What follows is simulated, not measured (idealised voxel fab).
Process module under the name voxel plated lines
Cross-sectional view cut (width: 255 nm; square cell size: 5 nm).
Reading order for cross-sections: top band down to bottom band. Underlying form: a grid of square cells. Band size: one or more rows of cells.
Each band's line starts with the height of the band's top and of its bottom, in nm. Then come its materials from left to right, each with its width in nm. One material with "throughout" fills the band from edge to edge. "air" is empty space.
The reference from which all heights are counted is 0, the level beneath which the as-received wafer is entirely one material; the lowest band, having no lower bound, proceeds downward and is written after the example "0..down".
The width entry "30..40" should be interpreted row by row: the top row of cells in the band takes the first number, the bottom row takes the second number, and the change between adjacent rows is uniform throughout.
What does "no alterations made" mean for a step? It means no cell of the cross-section changed in that step.
"Unvented internal voids" means: voids of 8 cells or more that are shut off from the top with no open way through. Written width x height at distance, distance from the left edge, in nm.
Post-settings text on a step line: simulator's own remark regarding the step.
overlay nm: step with mask; distance mask lay right of planned place; negative value = left of planned place.
Planned step list for the process
| 1 | RECEIVE,material Si |
| 2 | CONFORMAL_DEP,material SiO2,thk nm 15 |
| 3 | DIRECTIONAL_DEP,material TiN,thk nm 5 |
| 4 | PATTERN,tone open,mask id LINES,material resist,width nm 20,pitch nm 40,thk nm 40,overlay nm 0 |
| 5 | EPI,material Ru,thk nm 10 |
| 6 | EPI,material Ru,thk nm 5 |
| 7 | EPI,material Ru,thk nm 5 |
| 8 | STRIP,etch materials resist |
| 9 | DIRECTIONAL_ETCH,etch materials TiN,depth nm 5 |
| 10 | CONFORMAL_DEP,material SiCN,thk nm 10 |
Cross-section of the wafer as it came to us, i.e., already through step 1
	0..down | Si throughout
	Unvented internal voids: none
Here's the wafer cut in cross-section after the module, started and planned just like above, except one thing was done wrong in the run
	50..40 | air 60, then SiCN 130, then air 65
	40..35 | air 60, then SiCN 10, then Ru 30, then SiCN 10, then Ru 30, then SiCN 10, then Ru 30, then SiCN 10, then air 65
	35..25 | SiCN 70, then Ru 30, then SiCN 10, then Ru 30, then SiCN 10, then Ru 30, then SiCN 75
	25..20 | Ru throughout
	20..15 | TiN throughout
	15..0 | SiO2 throughout
	0..down | Si throughout
	Unvented internal voids: none
Error vs. plan: mixed up steps 7 and 8 - ran each in the other's place
